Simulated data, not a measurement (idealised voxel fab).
Process module in this document: voxel gate over fins
Shown is cross-section cut, with a width of 205 nm and square cells of size 5 nm.
We lay out every cross-section as a grid of square cells and spell it out in bands from the top down, where one band means one or more rows of cells. Quick guide to a band line: top height, bottom height (nm) up front; then every material left to right with its width in nm. Only one material and it's marked "edge to edge"? Then it fills the band edge to edge. And "blank" just means empty space. Heads up on the height convention: 0 is the point under which the incoming wafer is all one material, and the lowest band has no bottom, it just keeps going down, like "0 nm and below". With a width like "30 to 40", each row of cells in the band differs from the next by the same amount, the top row carrying the first number and the bottom row the second. "everything unchanged" -> step changed no cross-section cell. "Voids lacking openings" - sealed voids, min. 8 cells, no opening to top; format: width x height at distance (distance from left edge; nm throughout). Read whatever lies past the settings on a step's line as the simulator's own remark about the step. "overlay nm" answers the question of how far to the right of plan the mask lay on a step that has a mask, and when it is negative the answer is to the left.

### The steps planned for the process are as follows
1) RECEIVE [material Si]
2) CONFORMAL_DEP [material SiN] [thk nm 10]
3) DIRECTIONAL_DEP [material aC] [thk nm 10]
4) PATTERN [tone cover] [mask id FINS] [material resist] [width nm 15] [pitch nm 40] [thk nm 25] [overlay nm 0]
5) DIRECTIONAL_ETCH [etch materials aC] [depth nm 10]
6) STRIP [etch materials resist]
7) DIRECTIONAL_ETCH [etch materials SiN] [depth nm 10]
8) DIRECTIONAL_ETCH [etch materials Si] [depth nm 40]
9) STRIP [etch materials aC]
10) OXIDIZE [depth nm 5]
11) FILL_DEP [material SiO2] [thk nm 15]
12) CMP [height nm 10]
13) SELECTIVE_ETCH [etch materials SiO2] [depth nm 20]
14) STRIP [etch materials SiN]
15) CONFORMAL_DEP [material HfO2] [thk nm 5]
16) CONFORMAL_DEP [material TiN] [thk nm 5]
17) FILL_DEP [material W] [thk nm 10]
18) CMP [height nm 15]
19) CONFORMAL_DEP [material SiCN] [thk nm 5]

### Wafer as received: cross-section following step 1
    0 nm and below | Si edge to edge
    Voids lacking openings: none

### Cross-section, end of module. Start: as above. Plan: as above. Execution: one mistake
    20 nm to 15 nm | SiCN edge to edge
    15 nm to 10 nm | W edge to edge
    10 nm to 5 nm | W 30 / TiN 25 / W 15 / TiN 25 / W 15 / TiN 25 / W 15 / TiN 25 / W 30
    5 nm to 0 nm | W 30 / TiN 5 / HfO2 15 / TiN 5 / W 15 / TiN 5 / HfO2 15 / TiN 5 / W 15 / TiN 5 / HfO2 15 / TiN 5 / W 15 / TiN 5 / HfO2 15 / TiN 5 / W 30
    0 nm to -20 nm | W 30 / TiN 5 / HfO2 5 / Si 5 / HfO2 5 / TiN 5 / W 15 / TiN 5 / HfO2 5 / Si 5 / HfO2 5 / TiN 5 / W 15 / TiN 5 / HfO2 5 / Si 5 / HfO2 5 / TiN 5 / W 15 / TiN 5 / HfO2 5 / Si 5 / HfO2 5 / TiN 5 / W 30
    -20 nm to -25 nm | TiN 35 / HfO2 5 / Si 5 / HfO2 5 / TiN 25 / HfO2 5 / Si 5 / HfO2 5 / TiN 25 / HfO2 5 / Si 5 / HfO2 5 / TiN 25 / HfO2 5 / Si 5 / HfO2 5 / TiN 35
    -25 nm to -30 nm | HfO2 40 / Si 5 / HfO2 35 / Si 5 / HfO2 35 / Si 5 / HfO2 35 / Si 5 / HfO2 40
    -30 nm to -45 nm | SiO2 40 / Si 5 / SiO2 35 / Si 5 / SiO2 35 / Si 5 / SiO2 35 / Si 5 / SiO2 40
    -45 nm and below | Si edge to edge
    Voids lacking openings: none
Want to know what went wrong? step 13 was run twice
